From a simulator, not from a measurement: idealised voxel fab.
The name of this process module is voxel self aligned contacts.
The cross-section shown here is cut; it is 190 nm wide and divided into square cells measuring 5 nm on a side.
Each cross-section below is a grid of square cells, stated as bands in top-down order, with one or more rows of cells making up each band.
The band entry comprises the height of the band's top followed by the height of its bottom, expressed in nm, and subsequently the band's materials from left to right, each stated together with its width in nm. Where a single material is marked with the word "edge to edge", that material fills the band from edge to edge. The word "empty" represents empty space.
Measure heights from 0. That's the level where, below it, the as-received wafer is all one material. The lowest band is bottomless and extends downward; write it as in "0 and below".
A width given as "30 to 40" starts at the first number in the band's top row and ends at the second number in its bottom row, shifting by an equal amount at every step from row to row.
Where a step carries "no alterations made", the cross-section came out of it unchanged, cell for cell.
"Enclosed void entries" means: voids of 8 cells or more that are shut off from the top with no open way through. Written width x height at distance, distance from the left edge, in nm.
The remark found on a step's line after its settings is issued by the simulator itself and pertains to that step.
overlay nm: how far to the right of its planned place the mask lay on this masked step (negative: to the left).
**The planned process steps are enumerated hereunder**
1: RECEIVE with material Si
2: CONFORMAL_DEP with material SiO2, thk nm 5
3: DIRECTIONAL_DEP with material polySi, thk nm 20
4: DIRECTIONAL_DEP with material SiN, thk nm 20
5: DIRECTIONAL_DEP with material aC, thk nm 15
6: PATTERN with tone cover, mask id GATE, material resist, width nm 25, pitch nm 65, thk nm 35, overlay nm 0
7: DIRECTIONAL_ETCH with etch materials aC, depth nm 15
8: STRIP with etch materials resist
9: DIRECTIONAL_ETCH with etch materials SiN, depth nm 20
10: DIRECTIONAL_ETCH with etch materials polySi, depth nm 20
11: STRIP with etch materials aC
12: CONFORMAL_DEP with material SiN, thk nm 10
13: DIRECTIONAL_ETCH with etch materials SiN, depth nm 10
14: FILL_DEP with material SiO2, thk nm 20
15: CMP with height nm 55
16: PATTERN with tone open, mask id CONTACT, material resist, width nm 50, pitch nm 65, thk nm 20, overlay nm 0
17: DIRECTIONAL_ETCH with etch materials SiO2, depth nm 55
18: STRIP with etch materials resist
19: CONFORMAL_DEP with material TiN, thk nm 5
20: FILL_DEP with material Ru, thk nm 5
21: CMP with height nm 55
22: CONFORMAL_DEP with material SiCN, thk nm 5
**Account of the first of two wafers, which was processed as intended**
**Received-state cross-section, reflecting completion of step 1**
  0 and below  Si edge to edge
  Enclosed void entries: none
**Sectional view: wafer, after step 2**
  5 down to 0  SiO2 edge to edge
  Under the height 0 nothing was changed.
**Sectional view: wafer, after step 3**
  25 down to 5  polySi edge to edge
  Under the height 5 nothing was changed.
**Sectional view: wafer, after step 4**
  45 down to 25  SiN edge to edge
  Under the height 25 nothing was changed.
**Sectional view: wafer, after step 5**
  60 down to 45  aC edge to edge
  Under the height 45 nothing was changed.
**Sectional view: wafer, after step 6**
  95 down to 60  empty: 15, then resist: 25, then empty: 40, then resist: 25, then empty: 40, then resist: 25, then empty: 20
  Under the height 60 nothing was changed.
**Sectional view: wafer, after step 7**
  80 down to 60  empty: 15, then resist: 25, then empty: 40, then resist: 25, then empty: 40, then resist: 25, then empty: 20
  60 down to 45  empty: 15, then aC: 25, then empty: 40, then aC: 25, then empty: 40, then aC: 25, then empty: 20
  Under the height 45 nothing was changed.
**Sectional view: wafer, after step 8**
  60 down to 45  empty: 15, then aC: 25, then empty: 40, then aC: 25, then empty: 40, then aC: 25, then empty: 20
  Under the height 45 nothing was changed.
**Sectional view: wafer, after step 9**
  60 down to 45  empty: 15, then aC: 25, then empty: 40, then aC: 25, then empty: 40, then aC: 25, then empty: 20
  45 down to 25  empty: 15, then SiN: 25, then empty: 40, then SiN: 25, then empty: 40, then SiN: 25, then empty: 20
  Under the height 25 nothing was changed.
**Sectional view: wafer, after step 10**
  60 down to 45  empty: 15, then aC: 25, then empty: 40, then aC: 25, then empty: 40, then aC: 25, then empty: 20
  45 down to 25  empty: 15, then SiN: 25, then empty: 40, then SiN: 25, then empty: 40, then SiN: 25, then empty: 20
  25 down to 5  empty: 15, then polySi: 25, then empty: 40, then polySi: 25, then empty: 40, then polySi: 25, then empty: 20
  Under the height 5 nothing was changed.
**Sectional view: wafer, after step 11**
  45 down to 25  empty: 15, then SiN: 25, then empty: 40, then SiN: 25, then empty: 40, then SiN: 25, then empty: 20
  Under the height 25 nothing was changed.
**Sectional view: wafer, after step 12**
  55 down to 25  empty: 5, then SiN: 45, then empty: 20, then SiN: 45, then empty: 20, then SiN: 45, then empty: 10
  25 down to 15  empty: 5, then SiN: 10, then polySi: 25, then SiN: 10, then empty: 20, then SiN: 10, then polySi: 25, then SiN: 10, then empty: 20, then SiN: 10, then polySi: 25, then SiN: 10, then empty: 10
  15 down to 5  SiN: 15, then polySi: 25, then SiN: 40, then polySi: 25, then SiN: 40, then polySi: 25, then SiN: 20
  Under the height 5 nothing was changed.
**Sectional view: wafer, after step 13**
  45 down to 25  empty: 5, then SiN: 45, then empty: 20, then SiN: 45, then empty: 20, then SiN: 45, then empty: 10
  25 down to 5  empty: 5, then SiN: 10, then polySi: 25, then SiN: 10, then empty: 20, then SiN: 10, then polySi: 25, then SiN: 10, then empty: 20, then SiN: 10, then polySi: 25, then SiN: 10, then empty: 10
  Under the height 5 nothing was changed.
**Sectional view: wafer, after step 14**
  65 down to 45  SiO2 edge to edge
  45 down to 25  SiO2: 5, then SiN: 45, then SiO2: 20, then SiN: 45, then SiO2: 20, then SiN: 45, then SiO2: 10
  25 down to 5  SiO2: 5, then SiN: 10, then polySi: 25, then SiN: 10, then SiO2: 20, then SiN: 10, then polySi: 25, then SiN: 10, then SiO2: 20, then SiN: 10, then polySi: 25, then SiN: 10, then SiO2: 10
  Under the height 5 nothing was changed.
**Sectional view: wafer, after step 15**
  55 down to 45  SiO2 edge to edge
  Under the height 45 nothing was changed.
**Sectional view: wafer, after step 16**
  75 down to 55  resist: 35, then empty: 50, then resist: 15, then empty: 50, then resist: 40
  Under the height 55 nothing was changed.
**Sectional view: wafer, after step 17**
  75 down to 55  resist: 35, then empty: 50, then resist: 15, then empty: 50, then resist: 40
  55 down to 45  SiO2: 35, then empty: 50, then SiO2: 15, then empty: 50, then SiO2: 40
  45 down to 25  SiO2: 5, then SiN: 45, then empty: 20, then SiN: 45, then empty: 20, then SiN: 45, then SiO2: 10
  25 down to 5  SiO2: 5, then SiN: 10, then polySi: 25, then SiN: 10, then empty: 20, then SiN: 10, then polySi: 25, then SiN: 10, then empty: 20, then SiN: 10, then polySi: 25, then SiN: 10, then SiO2: 10
  5 down to 0  SiO2: 50, then empty: 20, then SiO2: 45, then empty: 20, then SiO2: 55
  Under the height 0 nothing was changed.
**Sectional view: wafer, after step 18**
  55 down to 45  SiO2: 35, then empty: 50, then SiO2: 15, then empty: 50, then SiO2: 40
  Under the height 45 nothing was changed.
**Sectional view: wafer, after step 19**
  60 down to 55  TiN: 40, then empty: 40, then TiN: 25, then empty: 40, then TiN: 45
  55 down to 45  SiO2: 35, then TiN: 5 to 20, then empty: 40 to 10, then TiN: 5 to 20, then SiO2: 15, then TiN: 5 to 20, then empty: 40 to 10, then TiN: 5 to 20, then SiO2: 40
  45 down to 25  SiO2: 5, then SiN: 45, then TiN: 5, then empty: 10, then TiN: 5, then SiN: 45, then TiN: 5, then empty: 10, then TiN: 5, then SiN: 45, then SiO2: 10
  25 down to 5  SiO2: 5, then SiN: 10, then polySi: 25, then SiN: 10, then TiN: 5, then empty: 10, then TiN: 5, then SiN: 10, then polySi: 25, then SiN: 10, then TiN: 5, then empty: 10, then TiN: 5, then SiN: 10, then polySi: 25, then SiN: 10, then SiO2: 10
  5 down to 0  SiO2: 50, then TiN: 20, then SiO2: 45, then TiN: 20, then SiO2: 55
  Under the height 0 nothing was changed.
**Sectional view: wafer, after step 20**
  65 down to 60  Ru edge to edge
  60 down to 55  TiN: 40, then Ru: 40, then TiN: 25, then Ru: 40, then TiN: 45
  55 down to 45  SiO2: 35, then TiN: 5 to 20, then Ru: 40 to 10, then TiN: 5 to 20, then SiO2: 15, then TiN: 5 to 20, then Ru: 40 to 10, then TiN: 5 to 20, then SiO2: 40
  45 down to 25  SiO2: 5, then SiN: 45, then TiN: 5, then Ru: 10, then TiN: 5, then SiN: 45, then TiN: 5, then Ru: 10, then TiN: 5, then SiN: 45, then SiO2: 10
  25 down to 5  SiO2: 5, then SiN: 10, then polySi: 25, then SiN: 10, then TiN: 5, then Ru: 10, then TiN: 5, then SiN: 10, then polySi: 25, then SiN: 10, then TiN: 5, then Ru: 10, then TiN: 5, then SiN: 10, then polySi: 25, then SiN: 10, then SiO2: 10
  Under the height 5 nothing was changed.
**Sectional view: wafer, after step 21**
  55 down to 45  SiO2: 35, then TiN: 5 to 20, then Ru: 40 to 10, then TiN: 5 to 20, then SiO2: 15, then TiN: 5 to 20, then Ru: 40 to 10, then TiN: 5 to 20, then SiO2: 40
  Under the height 45 nothing was changed.
**Sectional view: wafer, after step 22**
  60 down to 55  SiCN edge to edge
  Under the height 55 nothing was changed.
**Wafer two: like wafer one in start and plan, but with one mistake in execution; identical up to and including step 15**
**Second wafer profile in section, at the moment step 16 of the plan was meant to be complete**
  75 down to 55  empty: 35, then resist: 50, then empty: 15, then resist: 50, then empty: 40
  Under the height 55 nothing was changed.
**Second wafer profile in section, at the moment step 17 of the plan was meant to be complete**
  75 down to 55  empty: 35, then resist: 50, then empty: 15, then resist: 50, then empty: 40
  55 down to 45  empty: 35, then SiO2: 50, then empty: 15, then SiO2: 50, then empty: 40
  45 down to 25  empty: 5, then SiN: 45, then SiO2: 20, then SiN: 45, then SiO2: 20, then SiN: 45, then empty: 10
  25 down to 5  empty: 5, then SiN: 10, then polySi: 25, then SiN: 10, then SiO2: 20, then SiN: 10, then polySi: 25, then SiN: 10, then SiO2: 20, then SiN: 10, then polySi: 25, then SiN: 10, then empty: 10
  5 down to 0  empty: 5, then SiO2: 175, then empty: 10
  Under the height 0 nothing was changed.
**Second wafer profile in section, at the moment step 18 of the plan was meant to be complete**
  55 down to 45  empty: 35, then SiO2: 50, then empty: 15, then SiO2: 50, then empty: 40
  Under the height 45 nothing was changed.
**Second wafer profile in section, at the moment step 19 of the plan was meant to be complete**
  60 down to 55  empty: 30, then TiN: 60, then empty: 5, then TiN: 60, then empty: 35
  55 down to 50  empty: 30, then TiN: 5, then SiO2: 50, then TiN: 5, then empty: 5, then TiN: 5, then SiO2: 50, then TiN: 5, then empty: 35
  50 down to 45  TiN: 35, then SiO2: 50, then TiN: 15, then SiO2: 50, then TiN: 35, then empty: 5
  45 down to 25  TiN: 5, then SiN: 45, then SiO2: 20, then SiN: 45, then SiO2: 20, then SiN: 45, then TiN: 5, then empty: 5
  25 down to 5  TiN: 5, then SiN: 10, then polySi: 25, then SiN: 10, then SiO2: 20, then SiN: 10, then polySi: 25, then SiN: 10, then SiO2: 20, then SiN: 10, then polySi: 25, then SiN: 10, then TiN: 5, then empty: 5
  5 down to 0  TiN: 5, then SiO2: 175, then TiN: 10
  Under the height 0 nothing was changed.
**Second wafer profile in section, at the moment step 20 of the plan was meant to be complete**
  65 down to 60  Ru edge to edge
  60 down to 55  Ru: 30, then TiN: 60, then Ru: 5, then TiN: 60, then Ru: 35
  55 down to 50  Ru: 30, then TiN: 5, then SiO2: 50, then TiN: 5, then Ru: 5, then TiN: 5, then SiO2: 50, then TiN: 5, then Ru: 35
  50 down to 45  TiN: 35, then SiO2: 50, then TiN: 15, then SiO2: 50, then TiN: 35, then Ru: 5
  45 down to 25  TiN: 5, then SiN: 45, then SiO2: 20, then SiN: 45, then SiO2: 20, then SiN: 45, then TiN: 5, then Ru: 5
  25 down to 5  TiN: 5, then SiN: 10, then polySi: 25, then SiN: 10, then SiO2: 20, then SiN: 10, then polySi: 25, then SiN: 10, then SiO2: 20, then SiN: 10, then polySi: 25, then SiN: 10, then TiN: 5, then Ru: 5
  Under the height 5 nothing was changed.
**Second wafer profile in section, at the moment step 21 of the plan was meant to be complete**
  55 down to 50  Ru: 30, then TiN: 5, then SiO2: 50, then TiN: 5, then Ru: 5, then TiN: 5, then SiO2: 50, then TiN: 5, then Ru: 35
  Under the height 50 nothing was changed.
**Second wafer profile in section, at the moment step 22 of the plan was meant to be complete**
  60 down to 55  SiCN edge to edge
  Under the height 55 nothing was changed.
Plan not followed: step 16, actual vs plan mismatch, actual run PATTERN with tone cover, mask id CONTACT, material resist, width nm 50, pitch nm 65, thk nm 20, overlay nm 0
It is noted that, at the conclusion of processing, the second wafer exhibits a higher or lower cell count for certain materials relative to the first: -29 Ru, +49 SiO2, -20 TiN
